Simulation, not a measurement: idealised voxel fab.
process module | voxel transistor to metal
cross-section cut | 295 nm wide | cells 5 nm
A cross-section is a grid of square cells, given in bands from the top down. A band is one or more rows of cells.
Each band's line starts with the height of the band's top and of its bottom, in nm. Then come its materials from left to right, each with its width in nm. One material with "throughout" fills the band from edge to edge. "air" is empty space.
Height 0 is the level under which the wafer as received is all one material. The lowest band goes on downwards, as in "0 down".
A width such as "30 to 40" changes by the same amount from each row of cells to the next, from the band's top row to its bottom row.
"no change" after a step means that no cell of the cross-section changed.
closed voids: empty space of 8 cells or more with no open way to the top, each as width x height at its distance from the left edge, in nm
after a step's settings: what the simulator itself notes on the step
overlay nm, on a step with a mask: how far to the right of its planned place the mask lay; to the left if negative
Each pair below shows a cross-section before one step and the cross-section after it, down to the lowest band that changed. The line under each pair gives the step between them, with its settings. The pairs can come from different runs of this module on the same starting wafer, so a pair continues from the pair above only where its "before" says so.
before
  0 down: Si throughout
  closed voids: none
after
  5 to 0: SiO2 throughout
  below 0: unchanged
  closed voids: none
the step between: op CONFORMAL_DEP | material SiO2 | thk nm 5
before: the cross-section after the pair above
after
  20 to 5: SiN throughout
  below 5: unchanged
  closed voids: none
the step between: op CONFORMAL_DEP | material SiN | thk nm 15
before: the cross-section after the pair above
after
  20 to 5: air 25 | SiN 110 | air 20 | SiN 110 | air 30
  below 5: unchanged
  closed voids: none
the step between: op MASKED_ETCH | tone cover | mask id ACTIVE | width nm 110 | pitch nm 130 | etch materials SiN | depth nm 15 | overlay nm 0
before: the cross-section after the pair above
after
  20 to 5: air 25 | SiN 110 | air 20 | SiN 110 | air 30
  5 to 0: air 25 | SiO2 110 | air 20 | SiO2 110 | air 30
  below 0: unchanged
  closed voids: none
the step between: op MASKED_ETCH | tone cover | mask id ACTIVE | width nm 110 | pitch nm 130 | etch materials SiO2 | depth nm 5 | overlay nm 0
before: the cross-section after the pair above
after
  20 to 5: air 25 | SiN 110 | air 20 | SiN 110 | air 30
  5 to 0: air 25 | SiO2 110 | air 20 | SiO2 110 | air 30
  0 to -30: air 25 | Si 110 | air 20 | Si 110 | air 30
  below -30: unchanged
  closed voids: none
the step between: op MASKED_ETCH | tone cover | mask id ACTIVE | width nm 110 | pitch nm 130 | etch materials Si | depth nm 30 | overlay nm 0
before: the cross-section after the pair above
after
  30 to 20: SiO2 throughout
  20 to 5: SiO2 25 | SiN 110 | SiO2 20 | SiN 110 | SiO2 30
  5 to 0: SiO2 throughout
  0 to -30: SiO2 25 | Si 110 | SiO2 20 | Si 110 | SiO2 30
  below -30: unchanged
  closed voids: none
the step between: op FILL_DEP | material SiO2 | thk nm 10
before: the cross-section after the pair above
after
  20 to 5: SiO2 25 | SiN 110 | SiO2 20 | SiN 110 | SiO2 30
  below 5: unchanged
  closed voids: none
the step between: op CMP | height nm 20
before: the cross-section after the pair above
after
  20 to 5: air 25 | SiN 110 | air 20 | SiN 110 | air 30
  below 5: unchanged
  closed voids: none
the step between: op SELECTIVE_ETCH | etch materials SiO2 | depth nm 15
before: the cross-section after the pair above
after
  5 to 0: SiO2 throughout
  below 0: unchanged
  closed voids: none
the step between: op STRIP | etch materials SiN
before: the cross-section after the pair above
after
  0 to -30: SiO2 25 | Si 110 | SiO2 20 | Si 110 | SiO2 30
  below -30: unchanged
  closed voids: none
the step between: op SELECTIVE_ETCH | etch materials SiO2 | depth nm 5
before: the cross-section after the pair above
after
  0 to -5: SiO2 throughout
  below -5: unchanged
  closed voids: none
the step between: op OXIDIZE | depth nm 5
before: the cross-section after the pair above
after
  30 to 0: polySi throughout
  below 0: unchanged
  closed voids: none
the step between: op DIRECTIONAL_DEP | material polySi | thk nm 30
before: the cross-section after the pair above
after
  40 to 30: SiCN throughout
  below 30: unchanged
  closed voids: none
the step between: op DIRECTIONAL_DEP | material SiCN | thk nm 10
before: the cross-section after the pair above
after
  50 to 40: aC throughout
  below 40: unchanged
  closed voids: none
the step between: op DIRECTIONAL_DEP | material aC | thk nm 10
before: the cross-section after the pair above
after
  75 to 50: air 70 | resist 20 | air 110 | resist 20 | air 75
  below 50: unchanged
  closed voids: none
the step between: op PATTERN | tone cover | mask id GATE | material resist | width nm 20 | pitch nm 130 | thk nm 25 | overlay nm 0
before: the cross-section after the pair above
after
  65 to 50: air 70 | resist 20 | air 110 | resist 20 | air 75
  50 to 40: air 70 | aC 20 | air 110 | aC 20 | air 75
  below 40: unchanged
  closed voids: none
the step between: op DIRECTIONAL_ETCH | etch materials aC | depth nm 10
before: the cross-section after the pair above
after
  50 to 40: air 70 | aC 20 | air 110 | aC 20 | air 75
  below 40: unchanged
  closed voids: none
the step between: op STRIP | etch materials resist
before: the cross-section after the pair above
after
  50 to 40: air 70 | aC 20 | air 110 | aC 20 | air 75
  40 to 30: air 70 | SiCN 20 | air 110 | SiCN 20 | air 75
  below 30: unchanged
  closed voids: none
the step between: op DIRECTIONAL_ETCH | etch materials SiCN | depth nm 20
before: the cross-section after the pair above
after
  50 to 40: air 70 | aC 20 | air 110 | aC 20 | air 75
  40 to 30: air 70 | SiCN 20 | air 110 | SiCN 20 | air 75
  30 to 0: air 70 | polySi 20 | air 110 | polySi 20 | air 75
  below 0: unchanged
  closed voids: none
the step between: op DIRECTIONAL_ETCH | etch materials polySi | depth nm 40
before: the cross-section after the pair above
after
  40 to 30: air 70 | SiCN 20 | air 110 | SiCN 20 | air 75
  below 30: unchanged
  closed voids: none
the step between: op STRIP | etch materials aC
before: the cross-section after the pair above
after
  45 to 40: air 65 | SiO2 30 | air 100 | SiO2 30 | air 70
  40 to 30: air 65 | SiO2 5 | SiCN 20 | SiO2 5 | air 100 | SiO2 5 | SiCN 20 | SiO2 5 | air 70
  30 to 5: air 65 | SiO2 5 | polySi 20 | SiO2 5 | air 100 | SiO2 5 | polySi 20 | SiO2 5 | air 70
  5 to 0: SiO2 70 | polySi 20 | SiO2 110 | polySi 20 | SiO2 75
  below 0: unchanged
  closed voids: none
the step between: op CONFORMAL_DEP | material SiO2 | thk nm 5
before: the cross-section after the pair above
after
  40 to 30: air 65 | SiO2 5 | SiCN 20 | SiO2 5 | air 100 | SiO2 5 | SiCN 20 | SiO2 5 | air 70
  30 to 0: air 65 | SiO2 5 | polySi 20 | SiO2 5 | air 100 | SiO2 5 | polySi 20 | SiO2 5 | air 70
  below 0: unchanged
  closed voids: none
the step between: op DIRECTIONAL_ETCH | etch materials SiO2 | depth nm 5
before: the cross-section after the pair above
after
  45 to 40: air 60 | SiN 40 | air 90 | SiN 40 | air 65
  40 to 30: air 60 | SiN 5 | SiO2 5 | SiCN 20 | SiO2 5 | SiN 5 | air 90 | SiN 5 | SiO2 5 | SiCN 20 | SiO2 5 | SiN 5 | air 65
  30 to 5: air 60 | SiN 5 | SiO2 5 | polySi 20 | SiO2 5 | SiN 5 | air 90 | SiN 5 | SiO2 5 | polySi 20 | SiO2 5 | SiN 5 | air 65
  5 to 0: SiN 65 | SiO2 5 | polySi 20 | SiO2 5 | SiN 100 | SiO2 5 | polySi 20 | SiO2 5 | SiN 70
  below 0: unchanged
  closed voids: none
the step between: op CONFORMAL_DEP | material SiN | thk nm 5
before: the cross-section after the pair above
after
  40 to 30: air 60 | SiN 5 | SiO2 5 | SiCN 20 | SiO2 5 | SiN 5 | air 90 | SiN 5 | SiO2 5 | SiCN 20 | SiO2 5 | SiN 5 | air 65
  30 to 0: air 60 | SiN 5 | SiO2 5 | polySi 20 | SiO2 5 | SiN 5 | air 90 | SiN 5 | SiO2 5 | polySi 20 | SiO2 5 | SiN 5 | air 65
  below 0: unchanged
  closed voids: none
the step between: op DIRECTIONAL_ETCH | etch materials SiN | depth nm 5
before: the cross-section after the pair above
after
  40 to 35: air 60 | SiN 5 | air 5 | SiCN 20 | air 5 | SiN 5 | air 90 | SiN 5 | air 5 | SiCN 20 | air 5 | SiN 5 | air 65
  35 to 30: air 60 | SiN 5 | SiO2 5 | SiCN 20 | SiO2 5 | SiN 5 | air 90 | SiN 5 | SiO2 5 | SiCN 20 | SiO2 5 | SiN 5 | air 65
  30 to 0: air 60 | SiN 5 | SiO2 5 | polySi 20 | SiO2 5 | SiN 5 | air 90 | SiN 5 | SiO2 5 | polySi 20 | SiO2 5 | SiN 5 | air 65
  0 to -5: air 60 | SiO2 40 | air 90 | SiO2 40 | air 65
  below -5: unchanged
  closed voids: none
the step between: op DIRECTIONAL_ETCH | etch materials SiO2 | depth nm 5
before: the cross-section after the pair above
after
  40 to 35: air 60 | SiN 5 | air 5 | SiCN 20 | air 5 | SiN 5 | air 90 | SiN 5 | air 5 | SiCN 20 | air 5 | SiN 5 | air 65
  35 to 30: air 60 | SiN 5 | SiO2 5 | SiCN 20 | SiO2 5 | SiN 5 | air 90 | SiN 5 | SiO2 5 | SiCN 20 | SiO2 5 | SiN 5 | air 65
  30 to 0: air 60 | SiN 5 | SiO2 5 | polySi 20 | SiO2 5 | SiN 5 | air 90 | SiN 5 | SiO2 5 | polySi 20 | SiO2 5 | SiN 5 | air 65
  0 to -5: air 20 | SiGe 40 | SiO2 40 | SiGe 40 | air 10 | SiGe 40 | SiO2 40 | SiGe 40 | air 25
  below -5: unchanged
  closed voids: none
the step between: op EPI | material SiGe | thk nm 5
before: the cross-section after the pair above
after
  45 to 40: SiO2 throughout
  40 to 30: SiO2 60 | SiN 5 | SiO2 5 | SiCN 20 | SiO2 5 | SiN 5 | SiO2 90 | SiN 5 | SiO2 5 | SiCN 20 | SiO2 5 | SiN 5 | SiO2 65
  30 to 0: SiO2 60 | SiN 5 | SiO2 5 | polySi 20 | SiO2 5 | SiN 5 | SiO2 90 | SiN 5 | SiO2 5 | polySi 20 | SiO2 5 | SiN 5 | SiO2 65
  0 to -5: SiO2 20 | SiGe 40 | SiO2 40 | SiGe 40 | SiO2 10 | SiGe 40 | SiO2 40 | SiGe 40 | SiO2 25
  below -5: unchanged
  closed voids: none
the step between: op FILL_DEP | material SiO2 | thk nm 5
before: the cross-section after the pair above
after
  40 to 30: SiO2 60 | SiN 5 | SiO2 5 | SiCN 20 | SiO2 5 | SiN 5 | SiO2 90 | SiN 5 | SiO2 5 | SiCN 20 | SiO2 5 | SiN 5 | SiO2 65
  below 30: unchanged
  closed voids: none
the step between: op CMP | height nm 40
before: the cross-section after the pair above
after
  55 to 40: SiO2 throughout
  below 40: unchanged
  closed voids: none
the step between: op DIRECTIONAL_DEP | material SiO2 | thk nm 15
before: the cross-section after the pair above
after
  65 to 55: aC throughout
  below 55: unchanged
  closed voids: none
the step between: op DIRECTIONAL_DEP | material aC | thk nm 10
before: the cross-section after the pair above
after
  95 to 65: resist 30 | air 20 | resist 60 | air 20 | resist 30 | air 20 | resist 60 | air 20 | resist 35
  below 65: unchanged
  closed voids: none
the step between: op PATTERN | tone open | mask id CONTACT | material resist | width nm 20 | thk nm 30 | overlay nm 0
before: the cross-section after the pair above
after
  85 to 65: resist 30 | air 20 | resist 60 | air 20 | resist 30 | air 20 | resist 60 | air 20 | resist 35
  65 to 55: aC 30 | air 20 | aC 60 | air 20 | aC 30 | air 20 | aC 60 | air 20 | aC 35
  below 55: unchanged
  closed voids: none
the step between: op DIRECTIONAL_ETCH | etch materials aC | depth nm 10
before: the cross-section after the pair above
after
  65 to 55: aC 30 | air 20 | aC 60 | air 20 | aC 30 | air 20 | aC 60 | air 20 | aC 35
  below 55: unchanged
  closed voids: none
the step between: op STRIP | etch materials resist
before: the cross-section after the pair above
after
  65 to 55: aC 30 | air 20 | aC 60 | air 20 | aC 30 | air 20 | aC 60 | air 20 | aC 35
  55 to 40: SiO2 30 | air 20 | SiO2 60 | air 20 | SiO2 30 | air 20 | SiO2 60 | air 20 | SiO2 35
  40 to 30: SiO2 30 | air 20 | SiO2 10 | SiN 5 | SiO2 5 | SiCN 20 | SiO2 5 | SiN 5 | SiO2 10 | air 20 | SiO2 30 | air 20 | SiO2 10 | SiN 5 | SiO2 5 | SiCN 20 | SiO2 5 | SiN 5 | SiO2 10 | air 20 | SiO2 35
  30 to 0: SiO2 30 | air 20 | SiO2 10 | SiN 5 | SiO2 5 | polySi 20 | SiO2 5 | SiN 5 | SiO2 10 | air 20 | SiO2 30 | air 20 | SiO2 10 | SiN 5 | SiO2 5 | polySi 20 | SiO2 5 | SiN 5 | SiO2 10 | air 20 | SiO2 35
  below 0: unchanged
  closed voids: none
the step between: op DIRECTIONAL_ETCH | etch materials SiO2 | depth nm 55
before: the cross-section after the pair above
after
  55 to 40: SiO2 30 | air 20 | SiO2 60 | air 20 | SiO2 30 | air 20 | SiO2 60 | air 20 | SiO2 35
  below 40: unchanged
  closed voids: none
the step between: op STRIP | etch materials aC
before: the cross-section after the pair above
after
  60 to 55: TiN 35 | air 10 | TiN 70 | air 10 | TiN 40 | air 10 | TiN 70 | air 10 | TiN 40
  55 to 40: SiO2 30 | TiN 5 | air 10 | TiN 5 | SiO2 60 | TiN 5 | air 10 | TiN 5 | SiO2 30 | TiN 5 | air 10 | TiN 5 | SiO2 60 | TiN 5 | air 10 | TiN 5 | SiO2 35
  40 to 30: SiO2 30 | TiN 5 | air 10 | TiN 5 | SiO2 10 | SiN 5 | SiO2 5 | SiCN 20 | SiO2 5 | SiN 5 | SiO2 10 | TiN 5 | air 10 | TiN 5 | SiO2 30 | TiN 5 | air 10 | TiN 5 | SiO2 10 | SiN 5 | SiO2 5 | SiCN 20 | SiO2 5 | SiN 5 | SiO2 10 | TiN 5 | air 10 | TiN 5 | SiO2 35
  30 to 5: SiO2 30 | TiN 5 | air 10 | TiN 5 | SiO2 10 | SiN 5 | SiO2 5 | polySi 20 | SiO2 5 | SiN 5 | SiO2 10 | TiN 5 | air 10 | TiN 5 | SiO2 30 | TiN 5 | air 10 | TiN 5 | SiO2 10 | SiN 5 | SiO2 5 | polySi 20 | SiO2 5 | SiN 5 | SiO2 10 | TiN 5 | air 10 | TiN 5 | SiO2 35
  5 to 0: SiO2 30 | TiN 20 | SiO2 10 | SiN 5 | SiO2 5 | polySi 20 | SiO2 5 | SiN 5 | SiO2 10 | TiN 20 | SiO2 30 | TiN 20 | SiO2 10 | SiN 5 | SiO2 5 | polySi 20 | SiO2 5 | SiN 5 | SiO2 10 | TiN 20 | SiO2 35
  below 0: unchanged
  closed voids: none
the step between: op CONFORMAL_DEP | material TiN | thk nm 5
before: the cross-section after the pair above
after
  65 to 60: Ru throughout
  60 to 55: TiN 35 | Ru 10 | TiN 70 | Ru 10 | TiN 40 | Ru 10 | TiN 70 | Ru 10 | TiN 40
  55 to 40: SiO2 30 | TiN 5 | Ru 10 | TiN 5 | SiO2 60 | TiN 5 | Ru 10 | TiN 5 | SiO2 30 | TiN 5 | Ru 10 | TiN 5 | SiO2 60 | TiN 5 | Ru 10 | TiN 5 | SiO2 35
  40 to 30: SiO2 30 | TiN 5 | Ru 10 | TiN 5 | SiO2 10 | SiN 5 | SiO2 5 | SiCN 20 | SiO2 5 | SiN 5 | SiO2 10 | TiN 5 | Ru 10 | TiN 5 | SiO2 30 | TiN 5 | Ru 10 | TiN 5 | SiO2 10 | SiN 5 | SiO2 5 | SiCN 20 | SiO2 5 | SiN 5 | SiO2 10 | TiN 5 | Ru 10 | TiN 5 | SiO2 35
  30 to 5: SiO2 30 | TiN 5 | Ru 10 | TiN 5 | SiO2 10 | SiN 5 | SiO2 5 | polySi 20 | SiO2 5 | SiN 5 | SiO2 10 | TiN 5 | Ru 10 | TiN 5 | SiO2 30 | TiN 5 | Ru 10 | TiN 5 | SiO2 10 | SiN 5 | SiO2 5 | polySi 20 | SiO2 5 | SiN 5 | SiO2 10 | TiN 5 | Ru 10 | TiN 5 | SiO2 35
  below 5: unchanged
  closed voids: none
the step between: op FILL_DEP | material Ru | thk nm 5
before: the cross-section after the pair above
after
  55 to 40: SiO2 30 | TiN 5 | Ru 10 | TiN 5 | SiO2 60 | TiN 5 | Ru 10 | TiN 5 | SiO2 30 | TiN 5 | Ru 10 | TiN 5 | SiO2 60 | TiN 5 | Ru 10 | TiN 5 | SiO2 35
  below 40: unchanged
  closed voids: none
the step between: op CMP | height nm 55
before: the cross-section after the pair above
after
  60 to 55: SiN throughout
  below 55: unchanged
  closed voids: none
the step between: op CONFORMAL_DEP | material SiN | thk nm 5
before: the cross-section after the pair above
after
  85 to 60: lowk throughout
  below 60: unchanged
  closed voids: none
the step between: op DIRECTIONAL_DEP | material lowk | thk nm 25
before: the cross-section after the pair above
after
  100 to 85: aC throughout
  below 85: unchanged
  closed voids: none
the step between: op DIRECTIONAL_DEP | material aC | thk nm 15
before: the cross-section after the pair above
after
  135 to 100: resist 30 | air 20 | resist 60 | air 20 | resist 30 | air 20 | resist 60 | air 20 | resist 35
  below 100: unchanged
  closed voids: none
the step between: op PATTERN | tone open | mask id METAL_1 | material resist | width nm 20 | thk nm 35 | overlay nm 0
before: the cross-section after the pair above
after
  120 to 100: resist 30 | air 20 | resist 60 | air 20 | resist 30 | air 20 | resist 60 | air 20 | resist 35
  100 to 85: aC 30 | air 20 | aC 60 | air 20 | aC 30 | air 20 | aC 60 | air 20 | aC 35
  below 85: unchanged
  closed voids: none
the step between: op DIRECTIONAL_ETCH | etch materials aC | depth nm 15
before: the cross-section after the pair above
after
  100 to 85: aC 30 | air 20 | aC 60 | air 20 | aC 30 | air 20 | aC 60 | air 20 | aC 35
  below 85: unchanged
  closed voids: none
the step between: op STRIP | etch materials resist
before: the cross-section after the pair above
after
  100 to 85: aC 30 | air 20 | aC 60 | air 20 | aC 30 | air 20 | aC 60 | air 20 | aC 35
  85 to 60: lowk 30 | air 20 | lowk 60 | air 20 | lowk 30 | air 20 | lowk 60 | air 20 | lowk 35
  below 60: unchanged
  closed voids: none
the step between: op DIRECTIONAL_ETCH | etch materials lowk | depth nm 25
before: the cross-section after the pair above
after
  100 to 85: aC 30 | air 20 | aC 60 | air 20 | aC 30 | air 20 | aC 60 | air 20 | aC 35
  85 to 60: lowk 30 | air 20 | lowk 60 | air 20 | lowk 30 | air 20 | lowk 60 | air 20 | lowk 35
  60 to 55: SiN 30 | air 20 | SiN 60 | air 20 | SiN 30 | air 20 | SiN 60 | air 20 | SiN 35
  below 55: unchanged
  closed voids: none
the step between: op DIRECTIONAL_ETCH | etch materials SiN | depth nm 5
before: the cross-section after the pair above
after
  85 to 60: lowk 30 | air 20 | lowk 60 | air 20 | lowk 30 | air 20 | lowk 60 | air 20 | lowk 35
  below 60: unchanged
  closed voids: none
the step between: op STRIP | etch materials aC
before: the cross-section after the pair above
after
  90 to 85: TiN 35 | air 10 | TiN 70 | air 10 | TiN 40 | air 10 | TiN 70 | air 10 | TiN 40
  85 to 60: lowk 30 | TiN 5 | air 10 | TiN 5 | lowk 60 | TiN 5 | air 10 | TiN 5 | lowk 30 | TiN 5 | air 10 | TiN 5 | lowk 60 | TiN 5 | air 10 | TiN 5 | lowk 35
  60 to 55: SiN 30 | TiN 20 | SiN 60 | TiN 20 | SiN 30 | TiN 20 | SiN 60 | TiN 20 | SiN 35
  below 55: unchanged
  closed voids: none
the step between: op CONFORMAL_DEP | material TiN | thk nm 5
before: the cross-section after the pair above
after
  100 to 90: W throughout
  90 to 85: TiN 35 | W 10 | TiN 70 | W 10 | TiN 40 | W 10 | TiN 70 | W 10 | TiN 40
  85 to 60: lowk 30 | TiN 5 | W 10 | TiN 5 | lowk 60 | TiN 5 | W 10 | TiN 5 | lowk 30 | TiN 5 | W 10 | TiN 5 | lowk 60 | TiN 5 | W 10 | TiN 5 | lowk 35
  below 60: unchanged
  closed voids: none
the step between: op FILL_DEP | material W | thk nm 10
before: the cross-section after the pair above
after
  85 to 60: lowk 30 | TiN 5 | W 10 | TiN 5 | lowk 60 | TiN 5 | W 10 | TiN 5 | lowk 30 | TiN 5 | W 10 | TiN 5 | lowk 60 | TiN 5 | W 10 | TiN 5 | lowk 35
  below 60: unchanged
  closed voids: none
the step between: op CMP | height nm 85
before: the cross-section after the pair above
after
  90 to 85: air 25 | Ru 30 | air 50 | Ru 30 | air 20 | Ru 30 | air 50 | Ru 30 | air 30
  below 85: unchanged
  closed voids: none
the step between: op EPI | material Ru | thk nm 5
before: the cross-section after the pair above
after
  95 to 90: SiCN throughout
  90 to 85: SiCN 25 | Ru 30 | SiCN 50 | Ru 30 | SiCN 20 | Ru 30 | SiCN 50 | Ru 30 | SiCN 30
  below 85: unchanged
  closed voids: none
the step between: op FILL_DEP | material SiCN | thk nm 5
before: the cross-section after the pair above
after
  120 to 95: SiO2 throughout
  below 95: unchanged
  closed voids: none
the step between: op DIRECTIONAL_DEP | material SiO2 | thk nm 25
before: the cross-section after the pair above
after
  130 to 120: aC throughout
  below 120: unchanged
  closed voids: none
the step between: op DIRECTIONAL_DEP | material aC | thk nm 10
before: the cross-section after the pair above
after
  155 to 130: resist 30 | air 20 | resist 110 | air 20 | resist 115
  below 130: unchanged
  closed voids: none
the step between: op PATTERN | tone open | mask id METAL_2 | material resist | width nm 20 | pitch nm 130 | thk nm 25 | overlay nm 0
before: the cross-section after the pair above
after
  145 to 130: resist 30 | air 20 | resist 110 | air 20 | resist 115
  130 to 120: aC 30 | air 20 | aC 110 | air 20 | aC 115
  below 120: unchanged
  closed voids: none
the step between: op DIRECTIONAL_ETCH | etch materials aC | depth nm 10
before: the cross-section after the pair above
after
  130 to 120: aC 30 | air 20 | aC 110 | air 20 | aC 115
  below 120: unchanged
  closed voids: none
the step between: op STRIP | etch materials resist
before: the cross-section after the pair above
after
  130 to 120: aC 30 | air 20 | aC 110 | air 20 | aC 115
  120 to 105: SiO2 30 | air 20 | SiO2 110 | air 20 | SiO2 115
  below 105: unchanged
  closed voids: none
the step between: op DIRECTIONAL_ETCH | etch materials SiO2 | depth nm 15
before: the cross-section after the pair above
after
  120 to 105: SiO2 30 | air 20 | SiO2 110 | air 20 | SiO2 115
  below 105: unchanged
  closed voids: none
the step between: op STRIP | etch materials aC
before: the cross-section after the pair above
after
  130 to 120: aC 30 | air 20 | aC 110 | air 20 | aC 115
  120 to 115: SiO2 30 | air 20 | SiO2 110 | air 20 | SiO2 115
  115 to 105: SiO2 30 | aC 20 | SiO2 110 | aC 20 | SiO2 115
  below 105: unchanged
  closed voids: none
the step between: op DIRECTIONAL_DEP | material aC | thk nm 10
before: the cross-section after the pair above
after
  155 to 130: resist 30 | air 15 | resist 115 | air 15 | resist 120
  130 to 120: aC 30 | air 15 | resist 5 | aC 110 | air 15 | resist 5 | aC 115
  120 to 115: SiO2 30 | air 15 | resist 5 | SiO2 110 | air 15 | resist 5 | SiO2 115
  below 115: unchanged
  closed voids: none
the step between: op PATTERN | tone open | mask id METAL_2_HOLES | material resist | width nm 15 | pitch nm 130 | thk nm 25 | overlay nm 0
before: the cross-section after the pair above
after
  145 to 130: resist 30 | air 15 | resist 115 | air 15 | resist 120
  130 to 120: aC 30 | air 15 | resist 5 | aC 110 | air 15 | resist 5 | aC 115
  120 to 115: SiO2 30 | air 15 | resist 5 | SiO2 110 | air 15 | resist 5 | SiO2 115
  115 to 105: SiO2 30 | air 15 | aC 5 | SiO2 110 | air 15 | aC 5 | SiO2 115
  below 105: unchanged
  closed voids: none
the step between: op DIRECTIONAL_ETCH | etch materials aC | depth nm 10
before: the cross-section after the pair above
after
  130 to 120: aC 30 | air 20 | aC 110 | air 20 | aC 115
  120 to 115: SiO2 30 | air 20 | SiO2 110 | air 20 | SiO2 115
  below 115: unchanged
  closed voids: none
the step between: op STRIP | etch materials resist
before: the cross-section after the pair above
after
  130 to 120: aC 30 | air 20 | aC 110 | air 20 | aC 115
  120 to 115: SiO2 30 | air 20 | SiO2 110 | air 20 | SiO2 115
  115 to 105: SiO2 30 | air 15 | aC 5 | SiO2 110 | air 15 | aC 5 | SiO2 115
  105 to 95: SiO2 30 | air 15 | SiO2 115 | air 15 | SiO2 120
  below 95: unchanged
  closed voids: none
the step between: op DIRECTIONAL_ETCH | etch materials SiO2 | depth nm 10
before: the cross-section after the pair above
after
  130 to 120: aC 30 | air 20 | aC 110 | air 20 | aC 115
  120 to 115: SiO2 30 | air 20 | SiO2 110 | air 20 | SiO2 115
  115 to 105: SiO2 30 | air 15 | aC 5 | SiO2 110 | air 15 | aC 5 | SiO2 115
  105 to 95: SiO2 30 | air 15 | SiO2 115 | air 15 | SiO2 120
  95 to 90: SiCN 30 | air 15 | SiCN 115 | air 15 | SiCN 120
  below 90: unchanged
  closed voids: none
the step between: op DIRECTIONAL_ETCH | etch materials SiCN | depth nm 5
before: the cross-section after the pair above
after
  120 to 105: SiO2 30 | air 20 | SiO2 110 | air 20 | SiO2 115
  below 105: unchanged
  closed voids: none
the step between: op STRIP | etch materials aC
before: the cross-section after the pair above
after
  125 to 120: TiN 35 | air 10 | TiN 120 | air 10 | TiN 120
  120 to 110: SiO2 30 | TiN 5 | air 10 | TiN 5 | SiO2 110 | TiN 5 | air 10 | TiN 5 | SiO2 115
  110 to 105: SiO2 30 | TiN 5 | air 5 | TiN 10 | SiO2 110 | TiN 5 | air 5 | TiN 10 | SiO2 115
  105 to 95: SiO2 30 | TiN 5 | air 5 | TiN 5 | SiO2 115 | TiN 5 | air 5 | TiN 5 | SiO2 120
  95 to 90: SiCN 30 | TiN 15 | SiCN 115 | TiN 15 | SiCN 120
  below 90: unchanged
  closed voids: none
the step between: op CONFORMAL_DEP | material TiN | thk nm 5
before: the cross-section after the pair above
after
  135 to 125: Cu throughout
  125 to 120: TiN 35 | Cu 10 | TiN 120 | Cu 10 | TiN 120
  120 to 110: SiO2 30 | TiN 5 | Cu 10 | TiN 5 | SiO2 110 | TiN 5 | Cu 10 | TiN 5 | SiO2 115
  110 to 105: SiO2 30 | TiN 5 | Cu 5 | TiN 10 | SiO2 110 | TiN 5 | Cu 5 | TiN 10 | SiO2 115
  105 to 95: SiO2 30 | TiN 5 | Cu 5 | TiN 5 | SiO2 115 | TiN 5 | Cu 5 | TiN 5 | SiO2 120
  below 95: unchanged
  closed voids: none
the step between: op FILL_DEP | material Cu | thk nm 10
before: the cross-section after the pair above
after
  120 to 110: SiO2 30 | TiN 5 | Cu 10 | TiN 5 | SiO2 110 | TiN 5 | Cu 10 | TiN 5 | SiO2 115
  below 110: unchanged
  closed voids: none
the step between: op CMP | height nm 120
before: the cross-section after the pair above
after
  125 to 120: SiCN throughout
  below 120: unchanged
  closed voids: none
the step between: op CONFORMAL_DEP | material SiCN | thk nm 5
before
  90 to 85: air 25 | Ru 30 | air 50 | Ru 30 | air 20 | Ru 30 | air 50 | Ru 30 | air 30
  85 to 60: lowk 30 | TiN 5 | W 10 | TiN 5 | lowk 60 | TiN 5 | W 10 | TiN 5 | lowk 30 | TiN 5 | W 10 | TiN 5 | lowk 60 | TiN 5 | W 10 | TiN 5 | lowk 35
  60 to 55: SiN 30 | TiN 20 | SiN 60 | TiN 20 | SiN 30 | TiN 20 | SiN 60 | TiN 20 | SiN 35
  55 to 40: SiO2 30 | TiN 5 | Ru 10 | TiN 5 | SiO2 60 | TiN 5 | Ru 10 | TiN 5 | SiO2 30 | TiN 5 | Ru 10 | TiN 5 | SiO2 60 | TiN 5 | Ru 10 | TiN 5 | SiO2 35
  40 to 30: SiO2 30 | TiN 5 | Ru 10 | TiN 5 | SiO2 10 | SiN 5 | SiO2 5 | SiCN 20 | SiO2 5 | SiN 5 | SiO2 10 | TiN 5 | Ru 10 | TiN 5 | SiO2 30 | TiN 5 | Ru 10 | TiN 5 | SiO2 10 | SiN 5 | SiO2 5 | SiCN 20 | SiO2 5 | SiN 5 | SiO2 10 | TiN 5 | Ru 10 | TiN 5 | SiO2 35
  30 to 5: SiO2 30 | TiN 5 | Ru 10 | TiN 5 | SiO2 10 | SiN 5 | SiO2 5 | polySi 20 | SiO2 5 | SiN 5 | SiO2 10 | TiN 5 | Ru 10 | TiN 5 | SiO2 30 | TiN 5 | Ru 10 | TiN 5 | SiO2 10 | SiN 5 | SiO2 5 | polySi 20 | SiO2 5 | SiN 5 | SiO2 10 | TiN 5 | Ru 10 | TiN 5 | SiO2 35
  5 to 0: SiO2 30 | TiN 20 | SiO2 10 | SiN 5 | SiO2 5 | polySi 20 | SiO2 5 | SiN 5 | SiO2 10 | TiN 20 | SiO2 30 | TiN 20 | SiO2 10 | SiN 5 | SiO2 5 | polySi 20 | SiO2 5 | SiN 5 | SiO2 10 | TiN 20 | SiO2 35
  0 to -5: SiO2 20 | SiGe 40 | SiO2 40 | SiGe 40 | SiO2 10 | SiGe 40 | SiO2 40 | SiGe 40 | SiO2 25
  -5 to -30: SiO2 25 | Si 110 | SiO2 20 | Si 110 | SiO2 30
  -30 down: Si throughout
  closed voids: none
after
  115 to 110: air 25 | SiO2 30 | air 50 | SiO2 30 | air 20 | SiO2 30 | air 50 | SiO2 30 | air 30
  110 to 90: SiO2 throughout
  90 to 85: SiO2 25 | Ru 30 | SiO2 50 | Ru 30 | SiO2 20 | Ru 30 | SiO2 50 | Ru 30 | SiO2 30
  below 85: unchanged
  closed voids: none
the step between: op DIRECTIONAL_DEP | material SiO2 | thk nm 25
before: the cross-section after the pair above
after
  125 to 120: air 25 | aC 30 | air 50 | aC 30 | air 20 | aC 30 | air 50 | aC 30 | air 30
  120 to 115: aC throughout
  115 to 110: aC 25 | SiO2 30 | aC 50 | SiO2 30 | aC 20 | SiO2 30 | aC 50 | SiO2 30 | aC 30
  below 110: unchanged
  closed voids: none
the step between: op DIRECTIONAL_DEP | material aC | thk nm 10
before: the cross-section after the pair above
after
  150 to 125: resist 30 | air 20 | resist 110 | air 20 | resist 115
  125 to 120: resist 25 | aC 30 | resist 50 | aC 30 | resist 20 | aC 30 | resist 50 | aC 30 | resist 30
  below 120: unchanged
  closed voids: none
the step between: op PATTERN | tone open | mask id METAL_2 | material resist | width nm 20 | pitch nm 130 | thk nm 25 | overlay nm 0
before: the cross-section after the pair above
after
  140 to 125: resist 30 | air 20 | resist 110 | air 20 | resist 115
  125 to 120: resist 25 | aC 5 | air 20 | aC 5 | resist 50 | aC 30 | resist 20 | aC 5 | air 20 | aC 5 | resist 50 | aC 30 | resist 30
  120 to 115: aC 30 | air 20 | aC 110 | air 20 | aC 115
  below 115: unchanged
  closed voids: none
the step between: op DIRECTIONAL_ETCH | etch materials aC | depth nm 10
